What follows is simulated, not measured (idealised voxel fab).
Process module name: voxel self aligned vias
Cross-section cut spans 210 nm and uses square cells 5 nm in size.
Heads up, the way a cross-section reads in here is a grid of square cells, handed over as bands from the top down, with every band being one or more rows of cells. Look at the band entry: it leads with the top's height and the bottom's height in nm. Then it lists the materials left to right, with a width in nm for each. The word "edge to edge" on a single material says that material fills the band edge to edge. The word "empty" is empty space. Height reference: 0 = level under which incoming wafer is all one material. Lowest band: no bottom, runs on downward, e.g. "0 and below". The notation "30 to 40" denotes a width that varies across the rows of cells in the band, beginning at the first number in the top row, finishing at the second number in the bottom row, and changing by an identical amount from each row to the next. A step reported as "no change occurred" is a step in which no cell of the cross-section changed. "Closed internal cavities" contains a list of empty spaces, each no smaller than 8 cells and without an open way to the top, written in the form width x height at distance with the distance from the left edge and all three in nm. On each step's line, the part that comes after the settings is the simulator's own comment on the step. On any step carrying a mask, the "overlay nm" setting, if present on the step's line, tells how far right of its planned place the mask lay; negative values point to the left.

Planned step list for the process:
step 1: RECEIVE (material Si)
step 2: CONFORMAL_DEP (material SiO2; thk nm 15)
step 3: CONFORMAL_DEP (material SiCN; thk nm 5)
step 4: DIRECTIONAL_DEP (material SiO2; thk nm 20)
step 5: PATTERN (tone open; mask id LINES; material resist; width nm 30; pitch nm 80; thk nm 15; overlay nm 0)
step 6: DIRECTIONAL_ETCH (etch materials SiO2; depth nm 20)
step 7: STRIP (etch materials resist)
step 8: CONFORMAL_DEP (material TiN; thk nm 5)
step 9: FILL_DEP (material Ru; thk nm 5)
step 10: CMP (height nm 40)
step 11: SELECTIVE_ETCH (etch materials W Ru TiN; depth nm 5)
step 12: FILL_DEP (material SiN; thk nm 10)
step 13: CMP (height nm 40)
step 14: DIRECTIONAL_DEP (material SiO2; thk nm 15)
step 15: MASKED_ETCH (tone open; mask id VIAS; width nm 40; pitch nm 80; etch materials SiO2; depth nm 15; overlay nm 0)
step 16: MASKED_ETCH (tone open; mask id VIAS; width nm 50; pitch nm 80; etch materials SiN; depth nm 5; overlay nm 0)
step 17: CONFORMAL_DEP (material TiN; thk nm 5)
step 18: FILL_DEP (material Cu; thk nm 5)
step 19: CMP (height nm 55)
step 20: CONFORMAL_DEP (material SiCN; thk nm 5)
Same starting wafers, different width nm at step 15. Plan value belongs to the first wafer.

This is how the first of several wafers looked in cross-section when it arrived, which is after step 1:
0 and below  Si edge to edge
Closed internal cavities: none

After the module's final step, step 20: the first of several wafers in cross-section:
60 down to 55  SiCN edge to edge
55 down to 45  SiO2 (45), then TiN (5), then Cu (30), then TiN (5), then SiO2 (40), then TiN (5), then Cu (30), then TiN (5), then SiO2 (45)
45 down to 40  SiO2 (45), then TiN (10), then Cu (20), then TiN (10), then SiO2 (40), then TiN (10), then Cu (20), then TiN (10), then SiO2 (45)
40 down to 35  SiO2 (50), then TiN (30), then SiO2 (50), then TiN (30), then SiO2 (50)
35 down to 25  SiO2 (50), then TiN (5), then Ru (20), then TiN (5), then SiO2 (50), then TiN (5), then Ru (20), then TiN (5), then SiO2 (50)
25 down to 20  SiO2 (50), then TiN (30), then SiO2 (50), then TiN (30), then SiO2 (50)
20 down to 15  SiCN edge to edge
15 down to 0  SiO2 edge to edge
0 and below  Si edge to edge
Closed internal cavities: none

The module's end: a cross-section of the last wafer:
60 down to 55  SiCN edge to edge
55 down to 45  SiO2 (35), then TiN (5), then Cu (55), then TiN (5), then SiO2 (15), then TiN (5), then Cu (55), then TiN (5), then SiO2 (30)
45 down to 40  SiO2 (35), then TiN (20), then Cu (20), then TiN (25), then SiO2 (15), then TiN (20), then Cu (20), then TiN (25), then SiO2 (30)
40 down to 35  SiO2 (50), then TiN (30), then SiO2 (50), then TiN (30), then SiO2 (50)
35 down to 25  SiO2 (50), then TiN (5), then Ru (20), then TiN (5), then SiO2 (50), then TiN (5), then Ru (20), then TiN (5), then SiO2 (50)
25 down to 20  SiO2 (50), then TiN (30), then SiO2 (50), then TiN (30), then SiO2 (50)
20 down to 15  SiCN edge to edge
15 down to 0  SiO2 edge to edge
0 and below  Si edge to edge
Closed internal cavities: none

Table: wafers, a row each; end-of-module cell change per material since receipt, gain (+), loss (-); then closed voids:
width nm 40, +32 Cu, +16 Ru, +84 SiCN, +324 SiO2, +48 TiN, Closed internal cavities: none
width nm 45, +36 Cu, +16 Ru, +84 SiCN, +318 SiO2, +50 TiN, Closed internal cavities: none
width nm 50, +40 Cu, +16 Ru, +84 SiCN, +312 SiO2, +52 TiN, Closed internal cavities: none
width nm 55, +44 Cu, +16 Ru, +84 SiCN, +306 SiO2, +54 TiN, Closed internal cavities: none
width nm 60, +48 Cu, +16 Ru, +84 SiCN, +300 SiO2, +56 TiN, Closed internal cavities: none
width nm 65, +52 Cu, +16 Ru, +84 SiCN, +294 SiO2, +58 TiN, Closed internal cavities: none
